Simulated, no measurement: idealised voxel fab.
process module | voxel self aligned contacts
Cross-section cut: width 250 nm, square cells of 5 nm.
A cross-section in this document is a grid of square cells, and it is written down as bands, the top band listed before the ones below it; a band is made up of one or more rows of cells. Read a band's entry like this: the first values are the height of its top and the height of its bottom in nm, and what follows is the sequence of materials from left to right, each with its width in nm. Note that "air" is empty space, and that a single material marked "all across" reaches across the band from edge to edge. Ref level 0: as-received wafer is one material below here. Bottom band extends down with no lower bound ("0..down"). Read "30 to 40" as a graded width: first number on top, second number at the bottom, same change between each pair of neighbouring rows. For the purposes of this document, the phrase "no change" attached to a step denotes that no cell within the cross-section was modified by that step. Basically, "Closed internal voids" tells you about the enclosed voids: empty spaces with no open way to the top, 8 cells or bigger, each written width x height at distance, where distance is from the left edge, all in nm. The remark found on a step's line after its settings is issued by the simulator itself and pertains to that step. The "overlay nm" setting may appear on a step's line; for a step that uses a mask, it gives how far to the right of its planned position the mask lay, and a negative value indicates the left.
Process steps foreseen in the plan:
1: RECEIVE [material Si]
2: OXIDIZE [depth nm 5]
3: DIRECTIONAL_DEP [material polySi] [thk nm 25]
4: DIRECTIONAL_DEP [material SiN] [thk nm 25]
5: DIRECTIONAL_DEP [material aC] [thk nm 15]
6: PATTERN [tone cover] [mask id GATE] [material resist] [width nm 25] [pitch nm 65] [thk nm 30] [overlay nm 0]
7: DIRECTIONAL_ETCH [etch materials aC] [depth nm 15]
8: STRIP [etch materials resist]
9: DIRECTIONAL_ETCH [etch materials SiN] [depth nm 25]
10: DIRECTIONAL_ETCH [etch materials polySi] [depth nm 25]
11: STRIP [etch materials aC]
12: CONFORMAL_DEP [material SiN] [thk nm 10]
13: DIRECTIONAL_ETCH [etch materials SiN] [depth nm 10]
14: FILL_DEP [material SiO2] [thk nm 15]
15: CMP [height nm 60]
16: PATTERN [tone open] [mask id CONTACT] [material resist] [width nm 50] [pitch nm 65] [thk nm 20] [overlay nm 0]
17: DIRECTIONAL_ETCH [etch materials SiO2] [depth nm 65]
18: STRIP [etch materials resist]
19: CONFORMAL_DEP [material TiN] [thk nm 5]
20: FILL_DEP [material W] [thk nm 5]
21: CMP [height nm 60]
22: CONFORMAL_DEP [material SiN] [thk nm 5]
The following pertains to the first of two wafers, which was processed as planned:
Cross-section of the wafer as it came to us, i.e., already through step 1:
* 0..down = Si all across
* Closed internal voids: none
So this is the wafer cross-section right after step 2:
* 0..-5 = SiO2 all across
* Under -5: no change, same as before.
So this is the wafer cross-section right after step 3:
* 25..0 = polySi all across
* Under 0: no change, same as before.
So this is the wafer cross-section right after step 4:
* 50..25 = SiN all across
* Under 25: no change, same as before.
So this is the wafer cross-section right after step 5:
* 65..50 = aC all across
* Under 50: no change, same as before.
So this is the wafer cross-section right after step 6:
* 95..65 = 45 nm air, then 25 nm resist, then 40 nm air, then 25 nm resist, then 40 nm air, then 25 nm resist, then 50 nm air
* Under 65: no change, same as before.
So this is the wafer cross-section right after step 7:
* 80..65 = 45 nm air, then 25 nm resist, then 40 nm air, then 25 nm resist, then 40 nm air, then 25 nm resist, then 50 nm air
* 65..50 = 45 nm air, then 25 nm aC, then 40 nm air, then 25 nm aC, then 40 nm air, then 25 nm aC, then 50 nm air
* Under 50: no change, same as before.
So this is the wafer cross-section right after step 8:
* 65..50 = 45 nm air, then 25 nm aC, then 40 nm air, then 25 nm aC, then 40 nm air, then 25 nm aC, then 50 nm air
* Under 50: no change, same as before.
So this is the wafer cross-section right after step 9:
* 65..50 = 45 nm air, then 25 nm aC, then 40 nm air, then 25 nm aC, then 40 nm air, then 25 nm aC, then 50 nm air
* 50..25 = 45 nm air, then 25 nm SiN, then 40 nm air, then 25 nm SiN, then 40 nm air, then 25 nm SiN, then 50 nm air
* Under 25: no change, same as before.
So this is the wafer cross-section right after step 10:
* 65..50 = 45 nm air, then 25 nm aC, then 40 nm air, then 25 nm aC, then 40 nm air, then 25 nm aC, then 50 nm air
* 50..25 = 45 nm air, then 25 nm SiN, then 40 nm air, then 25 nm SiN, then 40 nm air, then 25 nm SiN, then 50 nm air
* 25..0 = 45 nm air, then 25 nm polySi, then 40 nm air, then 25 nm polySi, then 40 nm air, then 25 nm polySi, then 50 nm air
* Under 0: no change, same as before.
So this is the wafer cross-section right after step 11:
* 50..25 = 45 nm air, then 25 nm SiN, then 40 nm air, then 25 nm SiN, then 40 nm air, then 25 nm SiN, then 50 nm air
* Under 25: no change, same as before.
So this is the wafer cross-section right after step 12:
* 60..25 = 35 nm air, then 45 nm SiN, then 20 nm air, then 45 nm SiN, then 20 nm air, then 45 nm SiN, then 40 nm air
* 25..10 = 35 nm air, then 10 nm SiN, then 25 nm polySi, then 10 nm SiN, then 20 nm air, then 10 nm SiN, then 25 nm polySi, then 10 nm SiN, then 20 nm air, then 10 nm SiN, then 25 nm polySi, then 10 nm SiN, then 40 nm air
* 10..0 = 45 nm SiN, then 25 nm polySi, then 40 nm SiN, then 25 nm polySi, then 40 nm SiN, then 25 nm polySi, then 50 nm SiN
* Under 0: no change, same as before.
So this is the wafer cross-section right after step 13:
* 50..25 = 35 nm air, then 45 nm SiN, then 20 nm air, then 45 nm SiN, then 20 nm air, then 45 nm SiN, then 40 nm air
* 25..0 = 35 nm air, then 10 nm SiN, then 25 nm polySi, then 10 nm SiN, then 20 nm air, then 10 nm SiN, then 25 nm polySi, then 10 nm SiN, then 20 nm air, then 10 nm SiN, then 25 nm polySi, then 10 nm SiN, then 40 nm air
* Under 0: no change, same as before.
So this is the wafer cross-section right after step 14:
* 65..50 = SiO2 all across
* 50..25 = 35 nm SiO2, then 45 nm SiN, then 20 nm SiO2, then 45 nm SiN, then 20 nm SiO2, then 45 nm SiN, then 40 nm SiO2
* 25..0 = 35 nm SiO2, then 10 nm SiN, then 25 nm polySi, then 10 nm SiN, then 20 nm SiO2, then 10 nm SiN, then 25 nm polySi, then 10 nm SiN, then 20 nm SiO2, then 10 nm SiN, then 25 nm polySi, then 10 nm SiN, then 40 nm SiO2
* Under 0: no change, same as before.
So this is the wafer cross-section right after step 15:
* 60..50 = SiO2 all across
* Under 50: no change, same as before.
So this is the wafer cross-section right after step 16:
* 80..60 = 65 nm resist, then 50 nm air, then 15 nm resist, then 50 nm air, then 70 nm resist
* Under 60: no change, same as before.
So this is the wafer cross-section right after step 17:
* 80..60 = 65 nm resist, then 50 nm air, then 15 nm resist, then 50 nm air, then 70 nm resist
* 60..50 = 65 nm SiO2, then 50 nm air, then 15 nm SiO2, then 50 nm air, then 70 nm SiO2
* 50..25 = 35 nm SiO2, then 45 nm SiN, then 20 nm air, then 45 nm SiN, then 20 nm air, then 45 nm SiN, then 40 nm SiO2
* 25..0 = 35 nm SiO2, then 10 nm SiN, then 25 nm polySi, then 10 nm SiN, then 20 nm air, then 10 nm SiN, then 25 nm polySi, then 10 nm SiN, then 20 nm air, then 10 nm SiN, then 25 nm polySi, then 10 nm SiN, then 40 nm SiO2
* 0..-5 = 80 nm SiO2, then 20 nm air, then 45 nm SiO2, then 20 nm air, then 85 nm SiO2
* Under -5: no change, same as before.
So this is the wafer cross-section right after step 18:
* 60..50 = 65 nm SiO2, then 50 nm air, then 15 nm SiO2, then 50 nm air, then 70 nm SiO2
* Under 50: no change, same as before.
So this is the wafer cross-section right after step 19:
* 65..60 = 70 nm TiN, then 40 nm air, then 25 nm TiN, then 40 nm air, then 75 nm TiN
* 60..50 = 65 nm SiO2, then 5 to 20 nm TiN, then 40 to 10 nm air, then 5 to 20 nm TiN, then 15 nm SiO2, then 5 to 20 nm TiN, then 40 to 10 nm air, then 5 to 20 nm TiN, then 70 nm SiO2
* 50..25 = 35 nm SiO2, then 45 nm SiN, then 5 nm TiN, then 10 nm air, then 5 nm TiN, then 45 nm SiN, then 5 nm TiN, then 10 nm air, then 5 nm TiN, then 45 nm SiN, then 40 nm SiO2
* 25..0 = 35 nm SiO2, then 10 nm SiN, then 25 nm polySi, then 10 nm SiN, then 5 nm TiN, then 10 nm air, then 5 nm TiN, then 10 nm SiN, then 25 nm polySi, then 10 nm SiN, then 5 nm TiN, then 10 nm air, then 5 nm TiN, then 10 nm SiN, then 25 nm polySi, then 10 nm SiN, then 40 nm SiO2
* 0..-5 = 80 nm SiO2, then 20 nm TiN, then 45 nm SiO2, then 20 nm TiN, then 85 nm SiO2
* Under -5: no change, same as before.
So this is the wafer cross-section right after step 20:
* 70..65 = W all across
* 65..60 = 70 nm TiN, then 40 nm W, then 25 nm TiN, then 40 nm W, then 75 nm TiN
* 60..50 = 65 nm SiO2, then 5 to 20 nm TiN, then 40 to 10 nm W, then 5 to 20 nm TiN, then 15 nm SiO2, then 5 to 20 nm TiN, then 40 to 10 nm W, then 5 to 20 nm TiN, then 70 nm SiO2
* 50..25 = 35 nm SiO2, then 45 nm SiN, then 5 nm TiN, then 10 nm W, then 5 nm TiN, then 45 nm SiN, then 5 nm TiN, then 10 nm W, then 5 nm TiN, then 45 nm SiN, then 40 nm SiO2
* 25..0 = 35 nm SiO2, then 10 nm SiN, then 25 nm polySi, then 10 nm SiN, then 5 nm TiN, then 10 nm W, then 5 nm TiN, then 10 nm SiN, then 25 nm polySi, then 10 nm SiN, then 5 nm TiN, then 10 nm W, then 5 nm TiN, then 10 nm SiN, then 25 nm polySi, then 10 nm SiN, then 40 nm SiO2
* Under 0: no change, same as before.
So this is the wafer cross-section right after step 21:
* 60..50 = 65 nm SiO2, then 5 to 20 nm TiN, then 40 to 10 nm W, then 5 to 20 nm TiN, then 15 nm SiO2, then 5 to 20 nm TiN, then 40 to 10 nm W, then 5 to 20 nm TiN, then 70 nm SiO2
* Under 50: no change, same as before.
So this is the wafer cross-section right after step 22:
* 65..60 = SiN all across
* Under 60: no change, same as before.
Wafer two: like wafer one in start and plan, but with one mistake in execution; identical up to and including step 11:
Second wafer, cross-section, planned end of step 12:
* 40..25 = 45 nm air, then 25 nm SiN, then 40 nm air, then 25 nm SiN, then 40 nm air, then 25 nm SiN, then 50 nm air
* Under 25: no change, same as before.
Second wafer, cross-section, planned end of step 13:
* 50..25 = 35 nm air, then 45 nm SiN, then 20 nm air, then 45 nm SiN, then 20 nm air, then 45 nm SiN, then 40 nm air
* 25..10 = 35 nm air, then 10 nm SiN, then 25 nm polySi, then 10 nm SiN, then 20 nm air, then 10 nm SiN, then 25 nm polySi, then 10 nm SiN, then 20 nm air, then 10 nm SiN, then 25 nm polySi, then 10 nm SiN, then 40 nm air
* 10..0 = 45 nm SiN, then 25 nm polySi, then 40 nm SiN, then 25 nm polySi, then 40 nm SiN, then 25 nm polySi, then 50 nm SiN
* Under 0: no change, same as before.
Second wafer, cross-section, planned end of step 14:
* 65..50 = SiO2 all across
* 50..25 = 35 nm SiO2, then 45 nm SiN, then 20 nm SiO2, then 45 nm SiN, then 20 nm SiO2, then 45 nm SiN, then 40 nm SiO2
* 25..10 = 35 nm SiO2, then 10 nm SiN, then 25 nm polySi, then 10 nm SiN, then 20 nm SiO2, then 10 nm SiN, then 25 nm polySi, then 10 nm SiN, then 20 nm SiO2, then 10 nm SiN, then 25 nm polySi, then 10 nm SiN, then 40 nm SiO2
* Under 10: no change, same as before.
Second wafer, cross-section, planned end of step 15:
* 60..50 = SiO2 all across
* Under 50: no change, same as before.
Second wafer, cross-section, planned end of step 16:
* 80..60 = 65 nm resist, then 50 nm air, then 15 nm resist, then 50 nm air, then 70 nm resist
* Under 60: no change, same as before.
Second wafer, cross-section, planned end of step 17:
* 80..60 = 65 nm resist, then 50 nm air, then 15 nm resist, then 50 nm air, then 70 nm resist
* 60..50 = 65 nm SiO2, then 50 nm air, then 15 nm SiO2, then 50 nm air, then 70 nm SiO2
* 50..25 = 35 nm SiO2, then 45 nm SiN, then 20 nm air, then 45 nm SiN, then 20 nm air, then 45 nm SiN, then 40 nm SiO2
* 25..10 = 35 nm SiO2, then 10 nm SiN, then 25 nm polySi, then 10 nm SiN, then 20 nm air, then 10 nm SiN, then 25 nm polySi, then 10 nm SiN, then 20 nm air, then 10 nm SiN, then 25 nm polySi, then 10 nm SiN, then 40 nm SiO2
* Under 10: no change, same as before.
Second wafer, cross-section, planned end of step 18:
* 60..50 = 65 nm SiO2, then 50 nm air, then 15 nm SiO2, then 50 nm air, then 70 nm SiO2
* Under 50: no change, same as before.
Second wafer, cross-section, planned end of step 19:
* 65..60 = 70 nm TiN, then 40 nm air, then 25 nm TiN, then 40 nm air, then 75 nm TiN
* 60..50 = 65 nm SiO2, then 5 to 20 nm TiN, then 40 to 10 nm air, then 5 to 20 nm TiN, then 15 nm SiO2, then 5 to 20 nm TiN, then 40 to 10 nm air, then 5 to 20 nm TiN, then 70 nm SiO2
* 50..25 = 35 nm SiO2, then 45 nm SiN, then 5 nm TiN, then 10 nm air, then 5 nm TiN, then 45 nm SiN, then 5 nm TiN, then 10 nm air, then 5 nm TiN, then 45 nm SiN, then 40 nm SiO2
* 25..15 = 35 nm SiO2, then 10 nm SiN, then 25 nm polySi, then 10 nm SiN, then 5 nm TiN, then 10 nm air, then 5 nm TiN, then 10 nm SiN, then 25 nm polySi, then 10 nm SiN, then 5 nm TiN, then 10 nm air, then 5 nm TiN, then 10 nm SiN, then 25 nm polySi, then 10 nm SiN, then 40 nm SiO2
* 15..10 = 35 nm SiO2, then 10 nm SiN, then 25 nm polySi, then 10 nm SiN, then 20 nm TiN, then 10 nm SiN, then 25 nm polySi, then 10 nm SiN, then 20 nm TiN, then 10 nm SiN, then 25 nm polySi, then 10 nm SiN, then 40 nm SiO2
* Under 10: no change, same as before.
Second wafer, cross-section, planned end of step 20:
* 70..65 = W all across
* 65..60 = 70 nm TiN, then 40 nm W, then 25 nm TiN, then 40 nm W, then 75 nm TiN
* 60..50 = 65 nm SiO2, then 5 to 20 nm TiN, then 40 to 10 nm W, then 5 to 20 nm TiN, then 15 nm SiO2, then 5 to 20 nm TiN, then 40 to 10 nm W, then 5 to 20 nm TiN, then 70 nm SiO2
* 50..25 = 35 nm SiO2, then 45 nm SiN, then 5 nm TiN, then 10 nm W, then 5 nm TiN, then 45 nm SiN, then 5 nm TiN, then 10 nm W, then 5 nm TiN, then 45 nm SiN, then 40 nm SiO2
* 25..15 = 35 nm SiO2, then 10 nm SiN, then 25 nm polySi, then 10 nm SiN, then 5 nm TiN, then 10 nm W, then 5 nm TiN, then 10 nm SiN, then 25 nm polySi, then 10 nm SiN, then 5 nm TiN, then 10 nm W, then 5 nm TiN, then 10 nm SiN, then 25 nm polySi, then 10 nm SiN, then 40 nm SiO2
* Under 15: no change, same as before.
Second wafer, cross-section, planned end of step 21:
* 60..50 = 65 nm SiO2, then 5 to 20 nm TiN, then 40 to 10 nm W, then 5 to 20 nm TiN, then 15 nm SiO2, then 5 to 20 nm TiN, then 40 to 10 nm W, then 5 to 20 nm TiN, then 70 nm SiO2
* Under 50: no change, same as before.
Second wafer, cross-section, planned end of step 22:
* 65..60 = SiN all across
* Under 60: no change, same as before.
Diagnosis: a sequencing error occurred in which plan steps 12 and 13 were transposed
Looking at both finished wafers in cells, the second ends up ahead of or behind the first on some materials: 46 more of SiN; 22 fewer of SiO2; 12 fewer of TiN; 12 fewer of W
